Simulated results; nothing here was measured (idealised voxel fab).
process module | voxel transistor to metal
cross-section cut | 195 nm wide | cells 5 nm
A cross-section is a grid of square cells, given in bands from the top down. A band is one or more rows of cells.
Each band's line starts with the height of the band's top and of its bottom, in nm. Then come its materials from left to right, each with its width in nm. One material with "throughout" fills the band from edge to edge. "air" is empty space.
Height 0 is the level under which the wafer as received is all one material. The lowest band goes on downwards, as in "0 down".
A width such as "30 to 40" changes by the same amount from each row of cells to the next, from the band's top row to its bottom row.
"no change" after a step means that no cell of the cross-section changed.
closed voids: empty space of 8 cells or more with no open way to the top, each as width x height at its distance from the left edge, in nm
after a step's settings: what the simulator itself notes on the step
overlay nm, on a step with a mask: how far to the right of its planned place the mask lay; to the left if negative
plan
1 op RECEIVE | material Si
2 op OXIDIZE | depth nm 5
3 op CONFORMAL_DEP | material SiN | thk nm 10
4 op DIRECTIONAL_DEP | material aC | thk nm 10
5 op PATTERN | tone cover | mask id ACTIVE | material resist | width nm 115 | thk nm 30 | overlay nm 0
6 op DIRECTIONAL_ETCH | etch materials aC | depth nm 10
7 op STRIP | etch materials resist
8 op DIRECTIONAL_ETCH | etch materials SiN | depth nm 10
9 op DIRECTIONAL_ETCH | etch materials SiO2 | depth nm 5
10 op DIRECTIONAL_ETCH | etch materials Si | depth nm 20
11 op STRIP | etch materials aC
12 op OXIDIZE | depth nm 5
13 op FILL_DEP | material SiO2 | thk nm 5
14 op CMP | height nm 10
15 op SELECTIVE_ETCH | etch materials SiO2 | depth nm 10
16 op STRIP | etch materials SiN
17 op SELECTIVE_ETCH | etch materials SiO2 | depth nm 5
18 op OXIDIZE | depth nm 5
19 op DIRECTIONAL_DEP | material polySi | thk nm 30
20 op DIRECTIONAL_DEP | material SiCN | thk nm 15
21 op PATTERN | tone cover | mask id GATE | material resist | width nm 25 | thk nm 20 | overlay nm 0
22 op DIRECTIONAL_ETCH | etch materials SiCN | depth nm 25
23 op DIRECTIONAL_ETCH | etch materials polySi | depth nm 40
24 op STRIP | etch materials resist
25 op CONFORMAL_DEP | material SiO2 | thk nm 5
26 op DIRECTIONAL_ETCH | etch materials SiO2 | depth nm 5
27 op CONFORMAL_DEP | material SiN | thk nm 5
28 op DIRECTIONAL_ETCH | etch materials SiN | depth nm 5
29 op DIRECTIONAL_ETCH | etch materials SiO2 | depth nm 5
30 op DIRECTIONAL_ETCH | etch materials Si | depth nm 10
31 op EPI | material nSi | thk nm 10
32 op FILL_DEP | material SiO2 | thk nm 10
33 op CMP | height nm 25
34 op STRIP | etch materials polySi
35 op SELECTIVE_ETCH | etch materials SiO2 | depth nm 5
36 op CONFORMAL_DEP | material HfO2 | thk nm 5
37 op CONFORMAL_DEP | material TiN | thk nm 5
38 op FILL_DEP | material W | thk nm 10
39 op CMP | height nm 20
40 op DIRECTIONAL_DEP | material SiO2 | thk nm 10
41 op MASKED_ETCH | tone open | mask id CONTACT | width nm 20 | pitch nm 85 | etch materials SiO2 | depth nm 40 | overlay nm 0
42 op CONFORMAL_DEP | material TiN | thk nm 5
43 op FILL_DEP | material W | thk nm 5
44 op CMP | height nm 30
45 op CONFORMAL_DEP | material SiN | thk nm 5
46 op DIRECTIONAL_DEP | material SiO2 | thk nm 20
47 op MASKED_ETCH | tone open | mask id METAL_1 | width nm 20 | pitch nm 85 | etch materials SiO2 | depth nm 20 | overlay nm 0
48 op MASKED_ETCH | tone open | mask id METAL_1 | width nm 20 | pitch nm 85 | etch materials SiN | depth nm 5 | overlay nm 0
49 op CONFORMAL_DEP | material TiN | thk nm 5
50 op FILL_DEP | material W | thk nm 10
51 op CMP | height nm 55
52 op EPI | material Ru | thk nm 5
53 op FILL_DEP | material SiCN | thk nm 5
54 op DIRECTIONAL_DEP | material lowk | thk nm 30
55 op DIRECTIONAL_DEP | material aC | thk nm 15
56 op PATTERN | tone open | mask id METAL_2_HOLES | material resist | width nm 15 | pitch nm 85 | thk nm 30 | overlay nm 0
57 op DIRECTIONAL_ETCH | etch materials aC | depth nm 15
58 op STRIP | etch materials resist
59 op DIRECTIONAL_ETCH | etch materials lowk | depth nm 30
60 op STRIP | etch materials aC
61 op MASKED_ETCH | tone open | mask id METAL_2 | width nm 20 | pitch nm 85 | etch materials lowk | depth nm 20 | overlay nm 0
62 op MASKED_ETCH | tone open | mask id METAL_2 | width nm 20 | pitch nm 85 | etch materials SiCN | depth nm 5 | overlay nm 0
63 op CONFORMAL_DEP | material TiN | thk nm 5
64 op FILL_DEP | material Cu | thk nm 10
65 op CMP | height nm 95
66 op CONFORMAL_DEP | material SiN | thk nm 5
as received, after step 1
  0 down: Si throughout
  closed voids: none
first wafer at the end, as planned
  100 to 95: SiN throughout
  95 to 80: lowk 45 | TiN 5 | Cu 10 | TiN 5 | lowk 65 | TiN 5 | Cu 10 | TiN 5 | lowk 45
  80 to 75: lowk 45 | TiN 5 | Cu 5 | TiN 10 | lowk 65 | TiN 5 | Cu 5 | TiN 10 | lowk 45
  75 to 65: lowk 45 | TiN 5 | Cu 5 | TiN 5 | lowk 70 | TiN 5 | Cu 5 | TiN 5 | lowk 50
  65 to 60: SiCN 45 | TiN 15 | SiCN 70 | TiN 15 | SiCN 50
  60 to 55: SiCN 40 | Ru 30 | SiCN 55 | Ru 30 | SiCN 40
  55 to 35: SiO2 45 | TiN 5 | W 10 | TiN 5 | SiO2 65 | TiN 5 | W 10 | TiN 5 | SiO2 45
  35 to 30: SiN 45 | TiN 20 | SiN 65 | TiN 20 | SiN 45
  30 to 20: SiO2 45 | TiN 5 | W 10 | TiN 5 | SiO2 65 | TiN 5 | W 10 | TiN 5 | SiO2 45
  20 to 0: SiO2 45 | TiN 5 | W 10 | TiN 5 | SiO2 10 | SiN 5 | HfO2 5 | TiN 5 | W 15 | TiN 5 | HfO2 5 | SiN 5 | SiO2 10 | TiN 5 | W 10 | TiN 5 | SiO2 45
  0 to -5: SiO2 45 | TiN 5 | W 10 | TiN 5 | nSi 10 | SiN 5 | HfO2 5 | TiN 25 | HfO2 5 | SiN 5 | nSi 10 | TiN 5 | W 10 | TiN 5 | SiO2 45
  -5 to -10: SiO2 45 | TiN 20 | nSi 10 | SiO2 5 | HfO2 35 | SiO2 5 | nSi 10 | TiN 20 | SiO2 45
  -10 to -20: SiO2 45 | nSi 30 | Si 45 | nSi 30 | SiO2 45
  -20 to -30: SiO2 45 | Si 105 | SiO2 45
  -30 down: Si throughout
  closed voids: none
second wafer at the end: like start, like plan, one mistake
  100 to 95: SiN throughout
  95 to 80: lowk 45 | TiN 5 | Cu 10 | TiN 5 | lowk 65 | TiN 5 | Cu 10 | TiN 5 | lowk 45
  80 to 75: lowk 45 | TiN 5 | Cu 5 | TiN 10 | lowk 65 | TiN 5 | Cu 5 | TiN 10 | lowk 45
  75 to 65: lowk 45 | TiN 5 | Cu 5 | TiN 5 | lowk 70 | TiN 5 | Cu 5 | TiN 5 | lowk 50
  65 to 60: SiCN 45 | TiN 15 | SiCN 70 | TiN 15 | SiCN 50
  60 to 55: SiCN 35 | Ru 40 | SiCN 45 | Ru 40 | SiCN 35
  55 to 40: SiO2 40 | TiN 5 | W 20 | TiN 5 | SiO2 55 | TiN 5 | W 20 | TiN 5 | SiO2 40
  40 to 35: SiO2 40 | TiN 10 | W 10 | TiN 10 | SiO2 55 | TiN 10 | W 10 | TiN 10 | SiO2 40
  35 to 30: SiN 45 | TiN 20 | SiN 65 | TiN 20 | SiN 45
  30 to 20: SiO2 45 | TiN 5 | W 10 | TiN 5 | SiO2 65 | TiN 5 | W 10 | TiN 5 | SiO2 45
  20 to 0: SiO2 45 | TiN 5 | W 10 | TiN 5 | SiO2 10 | SiN 5 | HfO2 5 | TiN 5 | W 15 | TiN 5 | HfO2 5 | SiN 5 | SiO2 10 | TiN 5 | W 10 | TiN 5 | SiO2 45
  0 to -5: SiO2 45 | TiN 5 | W 10 | TiN 5 | nSi 10 | SiN 5 | HfO2 5 | TiN 25 | HfO2 5 | SiN 5 | nSi 10 | TiN 5 | W 10 | TiN 5 | SiO2 45
  -5 to -10: SiO2 45 | TiN 20 | nSi 10 | SiO2 5 | HfO2 35 | SiO2 5 | nSi 10 | TiN 20 | SiO2 45
  -10 to -20: SiO2 45 | nSi 30 | Si 45 | nSi 30 | SiO2 45
  -20 to -30: SiO2 45 | Si 105 | SiO2 45
  -30 down: Si throughout
  closed voids: none
what went wrong: step 47 ran as: op MASKED_ETCH | tone open | mask id METAL_1 | width nm 30 | pitch nm 85 | etch materials SiO2 | depth nm 20 | overlay nm 0
at the end the second wafer has, in cells: 4 more of Ru | 4 fewer of SiCN | 16 fewer of SiO2 | 4 more of TiN | 12 more of W
